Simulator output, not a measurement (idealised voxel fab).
process module | voxel capacitor over wiring
cross-section cut | 205 nm wide | cells 5 nm
A cross-section is a grid of square cells, given in bands from the top down. A band is one or more rows of cells.
Each band's line starts with the height of the band's top and of its bottom, in nm. Then come its materials from left to right, each with its width in nm. One material with "throughout" fills the band from edge to edge. "air" is empty space.
Height 0 is the level under which the wafer as received is all one material. The lowest band goes on downwards, as in "0 down".
A width such as "30 to 40" changes by the same amount from each row of cells to the next, from the band's top row to its bottom row.
"no change" after a step means that no cell of the cross-section changed.
closed voids: empty space of 8 cells or more with no open way to the top, each as width x height at its distance from the left edge, in nm
after a step's settings: what the simulator itself notes on the step
overlay nm, on a step with a mask: how far to the right of its planned place the mask lay; to the left if negative
plan
1 op RECEIVE | material Si
2 op CONFORMAL_DEP | material SiO2 | thk nm 10
3 op DIRECTIONAL_DEP | material TiN | thk nm 5
4 op DIRECTIONAL_DEP | material Ru | thk nm 20
5 op MASKED_ETCH | tone cover | mask id METAL_1 | width nm 25 | pitch nm 90 | etch materials Ru | depth nm 20 | overlay nm 0
6 op MASKED_ETCH | tone cover | mask id METAL_1 | width nm 25 | pitch nm 90 | etch materials TiN | depth nm 5 | overlay nm 0
7 op CONFORMAL_DEP | material SiN | thk nm 5
8 op FILL_DEP | material SiO2 | thk nm 10
9 op CMP | height nm 35
10 op CONFORMAL_DEP | material SiCN | thk nm 5
11 op DIRECTIONAL_DEP | material lowk | thk nm 20
12 op DIRECTIONAL_DEP | material aC | thk nm 10
13 op PATTERN | tone open | mask id PLUG_1 | material resist | width nm 15 | thk nm 30 | overlay nm 0
14 op DIRECTIONAL_ETCH | etch materials aC | depth nm 10
15 op STRIP | etch materials resist
16 op DIRECTIONAL_ETCH | etch materials lowk | depth nm 20
17 op DIRECTIONAL_ETCH | etch materials SiCN | depth nm 5
18 op STRIP | etch materials aC
19 op EPI | material Ru | thk nm 10
20 op EPI | material Ru | thk nm 10
21 op EPI | material Ru | thk nm 5
22 op DIRECTIONAL_DEP | material TiN | thk nm 10
23 op DIRECTIONAL_DEP | material SiN | thk nm 5
24 op DIRECTIONAL_DEP | material TiN | thk nm 5
25 op PATTERN | tone cover | mask id UPPER_PLATE | material resist | width nm 70 | thk nm 15 | overlay nm 0
26 op DIRECTIONAL_ETCH | etch materials TiN | depth nm 5
27 op DIRECTIONAL_ETCH | etch materials SiN | depth nm 5
28 op STRIP | etch materials resist
29 op DIRECTIONAL_DEP | material aC | thk nm 15
30 op PATTERN | tone cover | mask id LOWER_PLATE | material resist | width nm 80 | thk nm 30 | overlay nm 0
31 op DIRECTIONAL_ETCH | etch materials aC | depth nm 15
32 op STRIP | etch materials resist
33 op DIRECTIONAL_ETCH | etch materials TiN | depth nm 10
34 op STRIP | etch materials aC
35 op FILL_DEP | material SiO2 | thk nm 20
36 op CMP | height nm 95
37 op MASKED_ETCH | tone open | mask id PLUG_2 | width nm 15 | etch materials SiO2 | depth nm 15 | overlay nm 0
38 op CONFORMAL_DEP | material TiN | thk nm 5
39 op FILL_DEP | material W | thk nm 10
40 op CMP | height nm 95
41 op CONFORMAL_DEP | material SiN | thk nm 5
as received, after step 1
  0 down: Si throughout
  closed voids: none
a wafer at the end: this start, this plan, one mistake
  100 to 95: SiN throughout
  95 to 85: SiO2 65 | TiN 5 | W 5 | TiN 5 | SiO2 125
  85 to 80: SiO2 65 | TiN 15 | SiO2 125
  80 to 75: SiO2 50 | TiN 5 | SiO2 70 | TiN 5 | SiO2 75
  75 to 70: SiN 55 | SiO2 70 | SiN 80
  70 to 60: TiN throughout
  60 to 40: lowk 55 | Ru 15 | lowk 135
  40 to 35: SiCN 55 | Ru 15 | SiCN 135
  35 to 15: SiO2 40 | SiN 5 | Ru 25 | SiN 5 | SiO2 55 | SiN 5 | Ru 25 | SiN 5 | SiO2 40
  15 to 10: SiN 45 | TiN 25 | SiN 65 | TiN 25 | SiN 45
  10 to 0: SiO2 throughout
  0 down: Si throughout
  closed voids: none
what went wrong: step 25 ran as: op PATTERN | tone open | mask id UPPER_PLATE | material resist | width nm 70 | thk nm 15 | overlay nm 0
